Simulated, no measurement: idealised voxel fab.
The following is a process module called voxel released beams.
The figure presents cross-section cut, which has a width of 180 nm and is divided into square cells with an edge length of 5 nm.
A cross-section in this document is a grid of square cells, and it is written down as bands, the top band listed before the ones below it; a band is made up of one or more rows of cells.
Band: top and bottom heights (nm) first, top before bottom; then materials from left to right, widths in nm. "full width" marks a sole material filling the band edge to edge. "empty" denotes empty space.
Note: height 0 marks the level under which the wafer is uniformly one material as received. Lowest band unbounded below, written "top 0, no bottom".
The expression "30->40" gives the width at the extremes of the band, the first number at its top row of cells and the second at its bottom row, with the width changing by equal amounts from each row to the next in between.
Step marked "no alteration"? Then no cell in the cross-section changed in it.
Entry "Closed void table" = empty spaces >= 8 cells with no open way to the top; each as width x height at distance, distance from left edge, all nm.
Formally, on a step line, whatever follows the settings is a remark that the simulator itself makes on the step.
The setting "overlay nm" may be written on the line of a step. When the step uses a mask, the value reports how far to the right of the planned place the mask lay, and a negative value reports that it lay to the left.

[Intended process steps]
| 1 | RECEIVE with material Si |
| 2 | CONFORMAL_DEP with material Al2O3, thk nm 5 |
| 3 | DIRECTIONAL_DEP with material SiO2, thk nm 15 |
| 4 | DIRECTIONAL_DEP with material aC, thk nm 15 |
| 5 | PATTERN with tone open, mask id ANCHOR, material resist, width nm 30, thk nm 35, overlay nm 0 |
| 6 | DIRECTIONAL_ETCH with etch materials aC, depth nm 15 |
| 7 | STRIP with etch materials resist |
| 8 | DIRECTIONAL_ETCH with etch materials SiO2, depth nm 15 |
| 9 | STRIP with etch materials aC |
| 10 | CONFORMAL_DEP with material polySi, thk nm 10 |
| 11 | MASKED_ETCH with tone cover, mask id BEAM, width nm 80, etch materials polySi, depth nm 10, overlay nm 0 |
| 12 | STRIP with etch materials SiO2 |

[Here's what the wafer looked like in cross-section when it arrived - that's after step 1]
	top 0, no bottom: Si full width
	Closed void table: none

[Cross-sectional view of the first of the two wafers upon completion of the module, processed in accordance with the plan]
	top 30, bottom 20: 45 of empty  15 of polySi  10 of empty  55 of polySi  55 of empty
	top 20, bottom 15: 50 of empty  10 of polySi  10 of empty  10 of polySi  100 of empty
	top 15, bottom 5: 50 of empty  30 of polySi  100 of empty
	top 5, bottom 0: Al2O3 full width
	top 0, no bottom: Si full width
	Closed void table: none

[Presented here is a cross-section of the second of the two wafers as it stood at the end of the module. It was started in the same manner and assigned the same plan as the first wafer; however, one mistake was made in its execution]
	top 20, bottom 5: 50 of empty  10 of polySi  10 of empty  10 of polySi  100 of empty
	top 5, bottom 0: Al2O3 full width
	top 0, no bottom: Si full width
	Closed void table: none
Nonconformance to the process plan: step 11 ran differently from the plan; actual operation with settings: MASKED_ETCH with tone open, mask id BEAM, width nm 80, etch materials polySi, depth nm 10, overlay nm 0
Counted in cells at the end, the second wafer holds more or fewer of these materials than the first: 32 fewer of polySi
